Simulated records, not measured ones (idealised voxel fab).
Process module heading - voxel fin reveal
In the cross-section labelled cut, the width is 290 nm and each square cell is 5 nm.
Think of the cross-section as a grid of square cells. We describe it in bands, top to bottom, and each band covers one or more rows of those cells. Per band: top height and bottom height in nm, followed by the left-to-right materials and their widths in nm; "full width" marks a single material spanning edge to edge, "empty" marks empty space. Note: height 0 marks the level under which the wafer is uniformly one material as received. Lowest band unbounded below, written "top 0, no bottom". The two numbers in a width such as "30 to 40" mark its ends across the band: the first belongs to the top row of cells, the second to the bottom row, and from each row to the next the width moves by the same amount. Basically "nothing changed" means that step didn't change any cell in the cross-section. "Closed empty spaces": empty spaces of 8 cells or more with no open way to the top, each given as width x height at distance, distance from the left edge, all in nm. What comes after the settings on a step's line is commentary from the simulator itself on that step. overlay nm: right-of-plan distance of the mask on a masked step; negative values mean left-of-plan.

# Planned process steps
1. op RECEIVE | material Si
2. op CONFORMAL_DEP | material SiN | thk nm 10
3. op PATTERN | tone cover | mask id FINS | material resist | width nm 15 | pitch nm 40 | thk nm 15 | overlay nm 0
4. op DIRECTIONAL_ETCH | etch materials SiN | depth nm 10
5. op DIRECTIONAL_ETCH | etch materials Si | depth nm 35
6. op STRIP | etch materials resist
7. op OXIDIZE | depth nm 5
8. op FILL_DEP | material SiO2 | thk nm 5
9. op CMP | height nm 10
10. op SELECTIVE_ETCH | etch materials SiO2 | depth nm 25
11. op STRIP | etch materials SiN
12. op CONFORMAL_DEP | material HfO2 | thk nm 5

# Shown in cross-section is the wafer as received, that is, as it stands after step 1
    top 0, no bottom: Si full width
    Closed empty spaces: none

# Module complete, cross-section. Starting point and plan per above. One mistake made in running the module
    top 5, bottom 0: empty: 115, HfO2: 15, empty: 25, HfO2: 15, empty: 120
    top 0, bottom -10: empty: 115, HfO2: 5, Si: 5, HfO2: 5, empty: 25, HfO2: 5, Si: 5, HfO2: 5, empty: 120
    top -10, bottom -15: HfO2: 95, empty: 20, HfO2: 5, Si: 5, HfO2: 5, empty: 25, HfO2: 5, Si: 5, HfO2: 5, empty: 20, HfO2: 100
    top -15, bottom -20: SiO2: 90, HfO2: 5, empty: 20, HfO2: 5, Si: 5, HfO2: 5, empty: 25, HfO2: 5, Si: 5, HfO2: 5, empty: 20, HfO2: 5, SiO2: 95
    top -20, bottom -25: SiO2: 90, HfO2: 30, Si: 5, HfO2: 35, Si: 5, HfO2: 30, SiO2: 95
    top -25, bottom -40: SiO2: 120, Si: 5, SiO2: 35, Si: 5, SiO2: 125
    top -40, no bottom: Si full width
    Closed empty spaces: none
Which mistake was made when the wafer was run? steps 10 and 11 traded places in the executed sequence
